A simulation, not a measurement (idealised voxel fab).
You're looking at the process module voxel ribs on slabs.
Pictured: cross-section cut, 140 nm wide, on a grid of 5 nm square cells.
Just so we're on the same page, the cross-sections are grids of square cells, and they're listed out in bands top to bottom, each band one or more rows deep.
Band: top height; bottom height; in nm. Then, left to right: material with width in nm, for each material. "throughout": a single material spanning edge to edge. "air": empty space.
It should be noted that heights are counted from 0, beneath which the wafer as supplied is of one material throughout, and that the lowest band possesses no lower boundary but continues downward, as written in "0 and below".
A width given as "30 to 40" starts at the first number in the band's top row and ends at the second number in its bottom row, shifting by an equal amount at every step from row to row.
"all unchanged" after a step means that no cell of the cross-section changed.
The label "Fully sealed voids" introduces a list of the empty spaces, 8 cells or larger, that have no open way up to the top; each entry in it reads width x height at distance, where the distance is taken from the left edge and all three are stated in nm.
The remark found on a step's line after its settings is issued by the simulator itself and pertains to that step.
The setting "overlay nm" may be written on the line of a step. When the step uses a mask, the value reports how far to the right of the planned place the mask lay, and a negative value reports that it lay to the left.
Steps in the process plan
1. op RECEIVE | material Si
2. op DIRECTIONAL_DEP | material SiO2 | thk nm 25
3. op DIRECTIONAL_DEP | material polySi | thk nm 15
4. op DIRECTIONAL_DEP | material aC | thk nm 10
5. op PATTERN | tone cover | mask id RIB | material resist | width nm 25 | thk nm 30 | overlay nm 0
6. op DIRECTIONAL_ETCH | etch materials aC | depth nm 10
7. op STRIP | etch materials resist
8. op DIRECTIONAL_ETCH | etch materials polySi | depth nm 10
9. op STRIP | etch materials aC
10. op DIRECTIONAL_DEP | material aC | thk nm 10
11. op PATTERN | tone cover | mask id SLAB | material resist | width nm 65 | thk nm 30 | overlay nm 0
12. op DIRECTIONAL_ETCH | etch materials aC | depth nm 10
13. op STRIP | etch materials resist
14. op DIRECTIONAL_ETCH | etch materials polySi | depth nm 5
15. op STRIP | etch materials aC
16. op FILL_DEP | material SiO2 | thk nm 25
17. op CMP | height nm 60
18. op DIRECTIONAL_DEP | material TiN | thk nm 10
19. op DIRECTIONAL_DEP | material aC | thk nm 10
20. op PATTERN | tone cover | mask id HEATER | material resist | width nm 35 | thk nm 25 | overlay nm 0
21. op DIRECTIONAL_ETCH | etch materials aC | depth nm 10
22. op STRIP | etch materials resist
23. op DIRECTIONAL_ETCH | etch materials TiN | depth nm 10
24. op STRIP | etch materials aC
25. op CONFORMAL_DEP | material SiO2 | thk nm 10
First of two wafers - as planned
Cross-section, incoming material, after step 1
* 0 and below | Si throughout
* Fully sealed voids: none
Cross-section: wafer state after step 2
* 25 down to 0 | SiO2 throughout
* No changes below 0.
Cross-section: wafer state after step 3
* 40 down to 25 | polySi throughout
* No changes below 25.
Cross-section: wafer state after step 4
* 50 down to 40 | aC throughout
* No changes below 40.
Cross-section: wafer state after step 5
* 80 down to 50 | 55 air, then 25 resist, then 60 air
* No changes below 50.
Cross-section: wafer state after step 6
* 70 down to 50 | 55 air, then 25 resist, then 60 air
* 50 down to 40 | 55 air, then 25 aC, then 60 air
* No changes below 40.
Cross-section: wafer state after step 7
* 50 down to 40 | 55 air, then 25 aC, then 60 air
* No changes below 40.
Cross-section: wafer state after step 8
* 50 down to 40 | 55 air, then 25 aC, then 60 air
* 40 down to 30 | 55 air, then 25 polySi, then 60 air
* No changes below 30.
Cross-section: wafer state after step 9
* 40 down to 30 | 55 air, then 25 polySi, then 60 air
* No changes below 30.
Cross-section: wafer state after step 10
* 50 down to 40 | 55 air, then 25 aC, then 60 air
* 40 down to 30 | 55 aC, then 25 polySi, then 60 aC
* No changes below 30.
Cross-section: wafer state after step 11
* 80 down to 50 | 35 air, then 65 resist, then 40 air
* 50 down to 40 | 35 air, then 20 resist, then 25 aC, then 20 resist, then 40 air
* No changes below 40.
Cross-section: wafer state after step 12
* 70 down to 50 | 35 air, then 65 resist, then 40 air
* 50 down to 40 | 35 air, then 20 resist, then 25 aC, then 20 resist, then 40 air
* 40 down to 30 | 35 air, then 20 aC, then 25 polySi, then 20 aC, then 40 air
* No changes below 30.
Cross-section: wafer state after step 13
* 50 down to 40 | 55 air, then 25 aC, then 60 air
* No changes below 40.
Cross-section: wafer state after step 14
* 50 down to 40 | 55 air, then 25 aC, then 60 air
* 40 down to 30 | 35 air, then 20 aC, then 25 polySi, then 20 aC, then 40 air
* 30 down to 25 | 35 air, then 65 polySi, then 40 air
* No changes below 25.
Cross-section: wafer state after step 15
* 40 down to 30 | 55 air, then 25 polySi, then 60 air
* No changes below 30.
Cross-section: wafer state after step 16
* 65 down to 40 | SiO2 throughout
* 40 down to 30 | 55 SiO2, then 25 polySi, then 60 SiO2
* 30 down to 25 | 35 SiO2, then 65 polySi, then 40 SiO2
* No changes below 25.
Cross-section: wafer state after step 17
* 60 down to 40 | SiO2 throughout
* No changes below 40.
Cross-section: wafer state after step 18
* 70 down to 60 | TiN throughout
* No changes below 60.
Cross-section: wafer state after step 19
* 80 down to 70 | aC throughout
* No changes below 70.
Cross-section: wafer state after step 20
* 105 down to 80 | 50 air, then 35 resist, then 55 air
* No changes below 80.
Cross-section: wafer state after step 21
* 95 down to 80 | 50 air, then 35 resist, then 55 air
* 80 down to 70 | 50 air, then 35 aC, then 55 air
* No changes below 70.
Cross-section: wafer state after step 22
* 80 down to 70 | 50 air, then 35 aC, then 55 air
* No changes below 70.
Cross-section: wafer state after step 23
* 80 down to 70 | 50 air, then 35 aC, then 55 air
* 70 down to 60 | 50 air, then 35 TiN, then 55 air
* No changes below 60.
Cross-section: wafer state after step 24
* 70 down to 60 | 50 air, then 35 TiN, then 55 air
* No changes below 60.
Cross-section: wafer state after step 25
* 80 down to 70 | 40 air, then 55 SiO2, then 45 air
* 70 down to 60 | 50 SiO2, then 35 TiN, then 55 SiO2
* No changes below 60.
The remaining wafer, second of the two, started like the first and was run to the same plan, except that one mistake was made along the way; the two coincide through step 1, inclusive
Second wafer at the planned finish of step 2, seen in cross-section
* 15 down to 0 | polySi throughout
* No changes below 0.
Second wafer at the planned finish of step 3, seen in cross-section
* 40 down to 15 | SiO2 throughout
* No changes below 15.
Second wafer at the planned finish of step 4, seen in cross-section
* 50 down to 40 | aC throughout
* No changes below 40.
Second wafer at the planned finish of step 5, seen in cross-section
* 80 down to 50 | 55 air, then 25 resist, then 60 air
* No changes below 50.
Second wafer at the planned finish of step 6, seen in cross-section
* 70 down to 50 | 55 air, then 25 resist, then 60 air
* 50 down to 40 | 55 air, then 25 aC, then 60 air
* No changes below 40.
Second wafer at the planned finish of step 7, seen in cross-section
* 50 down to 40 | 55 air, then 25 aC, then 60 air
* No changes below 40.
Second wafer at the planned finish of step 8, seen in cross-section: all unchanged
Second wafer at the planned finish of step 9, seen in cross-section
* 40 down to 15 | SiO2 throughout
* No changes below 15.
Second wafer at the planned finish of step 10, seen in cross-section
* 50 down to 40 | aC throughout
* No changes below 40.
Second wafer at the planned finish of step 11, seen in cross-section
* 80 down to 50 | 35 air, then 65 resist, then 40 air
* No changes below 50.
Second wafer at the planned finish of step 12, seen in cross-section
* 70 down to 50 | 35 air, then 65 resist, then 40 air
* 50 down to 40 | 35 air, then 65 aC, then 40 air
* No changes below 40.
Second wafer at the planned finish of step 13, seen in cross-section
* 50 down to 40 | 35 air, then 65 aC, then 40 air
* No changes below 40.
Second wafer at the planned finish of step 14, seen in cross-section: all unchanged
Second wafer at the planned finish of step 15, seen in cross-section
* 40 down to 15 | SiO2 throughout
* No changes below 15.
Second wafer at the planned finish of step 16, seen in cross-section
* 65 down to 15 | SiO2 throughout
* No changes below 15.
Second wafer at the planned finish of step 17, seen in cross-section
* 60 down to 15 | SiO2 throughout
* No changes below 15.
Second wafer at the planned finish of step 18, seen in cross-section
* 70 down to 60 | TiN throughout
* No changes below 60.
Second wafer at the planned finish of step 19, seen in cross-section
* 80 down to 70 | aC throughout
* No changes below 70.
Second wafer at the planned finish of step 20, seen in cross-section
* 105 down to 80 | 50 air, then 35 resist, then 55 air
* No changes below 80.
Second wafer at the planned finish of step 21, seen in cross-section
* 95 down to 80 | 50 air, then 35 resist, then 55 air
* 80 down to 70 | 50 air, then 35 aC, then 55 air
* No changes below 70.
Second wafer at the planned finish of step 22, seen in cross-section
* 80 down to 70 | 50 air, then 35 aC, then 55 air
* No changes below 70.
Second wafer at the planned finish of step 23, seen in cross-section
* 80 down to 70 | 50 air, then 35 aC, then 55 air
* 70 down to 60 | 50 air, then 35 TiN, then 55 air
* No changes below 60.
Second wafer at the planned finish of step 24, seen in cross-section
* 70 down to 60 | 50 air, then 35 TiN, then 55 air
* No changes below 60.
Second wafer at the planned finish of step 25, seen in cross-section
* 80 down to 70 | 40 air, then 55 SiO2, then 45 air
* 70 down to 60 | 50 SiO2, then 35 TiN, then 55 SiO2
* No changes below 60.
Here's what went sideways: note: step 2 <-> step 3, run order reversed vs plan
End check, counted in cells, second wafer has more or fewer of these materials than the first: SiO2 -61; polySi +61
